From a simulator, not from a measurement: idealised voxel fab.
Process module name: voxel transistor to metal
180 nm wide, 5 nm square cells: that's cross-section cut.
A cross-section is written here as square cells arranged in a grid, and it is given in bands from the top down, each band taking up one or more rows of cells.
Read a band's entry like this: the first values are the height of its top and the height of its bottom in nm, and what follows is the sequence of materials from left to right, each with its width in nm. Note that "air" is empty space, and that a single material marked "throughout" reaches across the band from edge to edge.
A quick word on heights: they are counted from 0, and under that level the wafer as it came to us is one material throughout. The lowest band is different from the rest in having no bottom; it simply continues downward, written as in "0 -> down".
Read "30->40" as a graded width: first number on top, second number at the bottom, same change between each pair of neighbouring rows.
"nothing got changed" after a step means that no cell of the cross-section changed.
"Closed cavity list" means: voids of 8 cells or more that are shut off from the top with no open way through. Written width x height at distance, distance from the left edge, in nm.
If you see something after the settings on a step's line, that's the simulator's own remark about that step.
For masked steps, "overlay nm" on the step line gives how far right of plan the mask actually lay; a minus sign means it lay to the left.

**Process steps (planned)**
- 1: RECEIVE, material Si
- 2: OXIDIZE, depth nm 5
- 3: CONFORMAL_DEP, material SiN, thk nm 10
- 4: DIRECTIONAL_DEP, material aC, thk nm 15
- 5: PATTERN, tone cover, mask id ACTIVE, material resist, width nm 125, thk nm 35, overlay nm 0
- 6: DIRECTIONAL_ETCH, etch materials aC, depth nm 15
- 7: STRIP, etch materials resist
- 8: DIRECTIONAL_ETCH, etch materials SiN, depth nm 10
- 9: DIRECTIONAL_ETCH, etch materials SiO2, depth nm 5
- 10: DIRECTIONAL_ETCH, etch materials Si, depth nm 35
- 11: STRIP, etch materials aC
- 12: OXIDIZE, depth nm 5
- 13: FILL_DEP, material SiO2, thk nm 5
- 14: CMP, height nm 10
- 15: SELECTIVE_ETCH, etch materials SiO2, depth nm 5
- 16: STRIP, etch materials SiN
- 17: SELECTIVE_ETCH, etch materials SiO2, depth nm 5
- 18: OXIDIZE, depth nm 5
- 19: DIRECTIONAL_DEP, material polySi, thk nm 25
- 20: DIRECTIONAL_DEP, material SiCN, thk nm 15
- 21: DIRECTIONAL_DEP, material aC, thk nm 10
- 22: PATTERN, tone cover, mask id GATE, material resist, width nm 35, thk nm 30, overlay nm 0
- 23: DIRECTIONAL_ETCH, etch materials aC, depth nm 10
- 24: STRIP, etch materials resist
- 25: DIRECTIONAL_ETCH, etch materials SiCN, depth nm 25
- 26: DIRECTIONAL_ETCH, etch materials polySi, depth nm 35
- 27: STRIP, etch materials aC
- 28: CONFORMAL_DEP, material SiN, thk nm 5
- 29: DIRECTIONAL_ETCH, etch materials SiN, depth nm 5
- 30: DIRECTIONAL_ETCH, etch materials SiO2, depth nm 5
- 31: DIRECTIONAL_ETCH, etch materials Si, depth nm 5
- 32: EPI, material pSi, thk nm 10
- 33: FILL_DEP, material SiO2, thk nm 10
- 34: CMP, height nm 20
- 35: STRIP, etch materials polySi
- 36: SELECTIVE_ETCH, etch materials SiO2, depth nm 5
- 37: CONFORMAL_DEP, material HfO2, thk nm 5
- 38: CONFORMAL_DEP, material TiN, thk nm 5
- 39: FILL_DEP, material W, thk nm 10
- 40: CMP, height nm 15
- 41: DIRECTIONAL_DEP, material SiO2, thk nm 10
- 42: MASKED_ETCH, tone open, mask id CONTACT, width nm 15, pitch nm 90, etch materials SiO2, depth nm 30, overlay nm 0
- 43: CONFORMAL_DEP, material TiN, thk nm 5
- 44: FILL_DEP, material W, thk nm 5
- 45: CMP, height nm 25
- 46: CONFORMAL_DEP, material SiN, thk nm 5
- 47: DIRECTIONAL_DEP, material lowk, thk nm 20
- 48: PATTERN, tone open, mask id METAL_1, material resist, width nm 15, pitch nm 90, thk nm 15, overlay nm 0
- 49: DIRECTIONAL_ETCH, etch materials lowk, depth nm 20
- 50: DIRECTIONAL_ETCH, etch materials SiN, depth nm 5
- 51: STRIP, etch materials resist
- 52: CONFORMAL_DEP, material TiN, thk nm 5
- 53: FILL_DEP, material Cu, thk nm 5
- 54: CMP, height nm 50
- 55: EPI, material Ru, thk nm 5
- 56: FILL_DEP, material SiCN, thk nm 5

**Incoming wafer, cross-sectional view, post step 1**
* 0 -> down | Si throughout
* Closed cavity list: none

**The first of the two wafers as seen in cross-section once the module was finished; processing followed the plan**
* 60 -> 55 | SiCN throughout
* 55 -> 50 | SiCN 30 nm, then Ru 25 nm, then SiCN 65 nm, then Ru 25 nm, then SiCN 35 nm
* 50 -> 30 | lowk 35 nm, then TiN 5 nm, then Cu 5 nm, then TiN 5 nm, then lowk 75 nm, then TiN 5 nm, then Cu 5 nm, then TiN 5 nm, then lowk 40 nm
* 30 -> 25 | SiN 35 nm, then TiN 15 nm, then SiN 75 nm, then TiN 15 nm, then SiN 40 nm
* 25 -> 15 | SiO2 35 nm, then TiN 5 nm, then W 5 nm, then TiN 5 nm, then SiO2 75 nm, then TiN 5 nm, then W 5 nm, then TiN 5 nm, then SiO2 40 nm
* 15 -> 0 | SiO2 35 nm, then TiN 5 nm, then W 5 nm, then TiN 5 nm, then SiO2 15 nm, then SiN 5 nm, then HfO2 5 nm, then TiN 5 nm, then W 15 nm, then TiN 5 nm, then HfO2 5 nm, then SiN 5 nm, then SiO2 15 nm, then TiN 5 nm, then W 5 nm, then TiN 5 nm, then SiO2 40 nm
* 0 -> -5 | SiO2 20 nm, then SiN 5 nm, then SiO2 10 nm, then TiN 15 nm, then SiO2 5 nm, then pSi 10 nm, then SiN 5 nm, then HfO2 5 nm, then TiN 25 nm, then HfO2 5 nm, then SiN 5 nm, then pSi 10 nm, then SiO2 5 nm, then TiN 15 nm, then SiO2 10 nm, then SiN 5 nm, then SiO2 25 nm
* -5 -> -10 | SiO2 25 nm, then pSi 40 nm, then HfO2 45 nm, then pSi 40 nm, then SiO2 30 nm
* -10 -> -15 | SiO2 30 nm, then pSi 35 nm, then Si 45 nm, then pSi 35 nm, then SiO2 35 nm
* -15 -> -45 | SiO2 30 nm, then Si 115 nm, then SiO2 35 nm
* -45 -> down | Si throughout
* Closed cavity list: none

**What the second wafer looks like in cross-section once the module is done. Its start and its plan matched the first wafer's exactly; what differed was one mistake in how it was run**
* 60 -> 55 | SiCN throughout
* 55 -> 50 | SiCN 30 nm, then Ru 25 nm, then SiCN 65 nm, then Ru 25 nm, then SiCN 35 nm
* 50 -> 30 | lowk 35 nm, then TiN 5 nm, then Cu 5 nm, then TiN 5 nm, then lowk 75 nm, then TiN 5 nm, then Cu 5 nm, then TiN 5 nm, then lowk 40 nm
* 30 -> 25 | SiN 35 nm, then TiN 15 nm, then SiN 75 nm, then TiN 15 nm, then SiN 40 nm
* 25 -> 15 | SiO2 35 nm, then TiN 5 nm, then W 5 nm, then TiN 5 nm, then SiO2 75 nm, then TiN 5 nm, then W 5 nm, then TiN 5 nm, then SiO2 40 nm
* 15 -> 5 | SiO2 35 nm, then TiN 5 nm, then W 5 nm, then TiN 5 nm, then SiO2 15 nm, then SiN 5 nm, then HfO2 5 nm, then TiN 5 nm, then W 15 nm, then TiN 5 nm, then HfO2 5 nm, then SiN 5 nm, then SiO2 15 nm, then TiN 5 nm, then W 5 nm, then TiN 5 nm, then SiO2 40 nm
* 5 -> 0 | SiO2 35 nm, then TiN 5 nm, then W 5 nm, then TiN 5 nm, then SiO2 15 nm, then SiN 5 nm, then HfO2 5 nm, then TiN 25 nm, then HfO2 5 nm, then SiN 5 nm, then SiO2 15 nm, then TiN 5 nm, then W 5 nm, then TiN 5 nm, then SiO2 40 nm
* 0 -> -5 | SiO2 25 nm, then SiN 5 nm, then SiO2 5 nm, then TiN 15 nm, then SiO2 15 nm, then HfO2 45 nm, then SiO2 15 nm, then TiN 15 nm, then SiO2 5 nm, then SiN 5 nm, then SiO2 30 nm
* -5 -> -15 | pSi 25->20 nm, then SiO2 125->135 nm, then pSi 30->25 nm
* -15 -> -45 | Si 20 nm, then SiO2 135 nm, then Si 25 nm
* -45 -> down | Si throughout
* Closed cavity list: none
Deviation noted in wafer processing: step 5: run off-plan, actual operation and settings PATTERN, tone open, mask id ACTIVE, material resist, width nm 125, thk nm 35, overlay nm 0
Materials where the second wafer ends with more or fewer cells than the first: 2 fewer of HfO2; 93 fewer of Si; 2 fewer of SiN; 116 more of SiO2; 2 fewer of TiN; 3 fewer of W; 14 fewer of pSi
